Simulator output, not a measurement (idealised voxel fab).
Process module in this document: voxel ribs on slabs
Square cells of 5 nm make up the cross-section cut, whose width is 265 nm.
How to read a cross-section here: the picture is a grid of square cells, written as bands going from the top down, and any band can span one or more rows of cells. Basically the band line says how high the top is and how high the bottom is, in nm, and then what's in it from left to right, every material with its width in nm. Empty space shows up as "empty", and if a single material carries "everywhere" it runs the full band edge to edge. We count height from 0. Below that, the starting wafer is all one material. The lowest band never ends at the bottom but goes on down; see "0 -> down" for how that is written. Quick explanation for "30 to 40": the width changes in equal steps down the rows of cells, from the first number in the band's top row to the second number in its bottom row. No cell of the cross-section changed in a step that is given as "left unchanged". Under "Enclosed void entries" you'll find the enclosed gaps, the ones with no way out to the top, that are 8 cells or bigger; each reads width x height at distance, with distance counted from the left edge, everything in nm. Post-settings text on a step line: simulator's own remark regarding the step. overlay nm, on a step with a mask: how far to the right of its planned place the mask lay; to the left if negative.
**This section lists the process steps that were planned**
1. RECEIVE (material Si)
2. DIRECTIONAL_DEP (material SiO2; thk nm 30)
3. DIRECTIONAL_DEP (material polySi; thk nm 20)
4. PATTERN (tone cover; mask id RIB; material resist; width nm 25; thk nm 20; overlay nm 0)
5. DIRECTIONAL_ETCH (etch materials polySi; depth nm 10)
6. STRIP (etch materials resist)
7. MASKED_ETCH (tone cover; mask id SLAB; width nm 65; etch materials polySi; depth nm 10; overlay nm 0)
8. FILL_DEP (material SiO2; thk nm 15)
9. CMP (height nm 60)
10. DIRECTIONAL_DEP (material W; thk nm 5)
11. MASKED_ETCH (tone cover; mask id HEATER; width nm 35; etch materials W; depth nm 5; overlay nm 0)
12. CONFORMAL_DEP (material SiN; thk nm 10)
**The first of two wafers, run as planned**
**As received (post step 1): cross-section**
0 -> down: Si everywhere
Enclosed void entries: none
**after step 2**
30 -> 0: SiO2 everywhere
Lower than 0, everything is as it was.
**after step 3**
50 -> 30: polySi everywhere
Lower than 30, everything is as it was.
**after step 4**
70 -> 50: 120 nm empty | 25 nm resist | 120 nm empty
Lower than 50, everything is as it was.
**after step 5**
70 -> 50: 120 nm empty | 25 nm resist | 120 nm empty
50 -> 40: 120 nm empty | 25 nm polySi | 120 nm empty
Lower than 40, everything is as it was.
**after step 6**
50 -> 40: 120 nm empty | 25 nm polySi | 120 nm empty
Lower than 40, everything is as it was.
**after step 7**
50 -> 40: 120 nm empty | 25 nm polySi | 120 nm empty
40 -> 30: 100 nm empty | 65 nm polySi | 100 nm empty
Lower than 30, everything is as it was.
**after step 8**
65 -> 50: SiO2 everywhere
50 -> 40: 120 nm SiO2 | 25 nm polySi | 120 nm SiO2
40 -> 30: 100 nm SiO2 | 65 nm polySi | 100 nm SiO2
Lower than 30, everything is as it was.
**after step 9**
60 -> 50: SiO2 everywhere
Lower than 50, everything is as it was.
**after step 10**
65 -> 60: W everywhere
Lower than 60, everything is as it was.
**after step 11**
65 -> 60: 115 nm empty | 35 nm W | 115 nm empty
Lower than 60, everything is as it was.
**after step 12**
75 -> 70: 105 nm empty | 55 nm SiN | 105 nm empty
70 -> 65: SiN everywhere
65 -> 60: 115 nm SiN | 35 nm W | 115 nm SiN
Lower than 60, everything is as it was.
**It is to be noted that the second wafer proceeded from the same initial state and according to the same plan as the first, although one mistake was committed in its execution; through step 3, inclusive, the two wafers share an identical history**
**The second wafer in cross-section, at the planned close of step 4**
70 -> 50: 120 nm resist | 25 nm empty | 120 nm resist
Lower than 50, everything is as it was.
**The second wafer in cross-section, at the planned close of step 5**
70 -> 50: 120 nm resist | 25 nm empty | 120 nm resist
50 -> 40: 120 nm polySi | 25 nm empty | 120 nm polySi
Lower than 40, everything is as it was.
**The second wafer in cross-section, at the planned close of step 6**
50 -> 40: 120 nm polySi | 25 nm empty | 120 nm polySi
Lower than 40, everything is as it was.
**The second wafer in cross-section, at the planned close of step 7**
50 -> 40: 100 nm empty | 20 nm polySi | 25 nm empty | 20 nm polySi | 100 nm empty
Lower than 40, everything is as it was.
**The second wafer in cross-section, at the planned close of step 8**
65 -> 50: SiO2 everywhere
50 -> 40: 100 nm SiO2 | 20 nm polySi | 25 nm SiO2 | 20 nm polySi | 100 nm SiO2
Lower than 40, everything is as it was.
**The second wafer in cross-section, at the planned close of step 9**
60 -> 50: SiO2 everywhere
Lower than 50, everything is as it was.
**The second wafer in cross-section, at the planned close of step 10**
65 -> 60: W everywhere
Lower than 60, everything is as it was.
**The second wafer in cross-section, at the planned close of step 11**
65 -> 60: 115 nm empty | 35 nm W | 115 nm empty
Lower than 60, everything is as it was.
**The second wafer in cross-section, at the planned close of step 12**
75 -> 70: 105 nm empty | 55 nm SiN | 105 nm empty
70 -> 65: SiN everywhere
65 -> 60: 115 nm SiN | 35 nm W | 115 nm SiN
Lower than 60, everything is as it was.
Nonconformance to the process plan: in deviation from the planned setting, step 4 was conducted as PATTERN (tone open; mask id RIB; material resist; width nm 25; thk nm 20; overlay nm 0)
Bottom line after processing is that, in cells, the second wafer is up or down on some materials versus the first: SiO2 -86; polySi +86
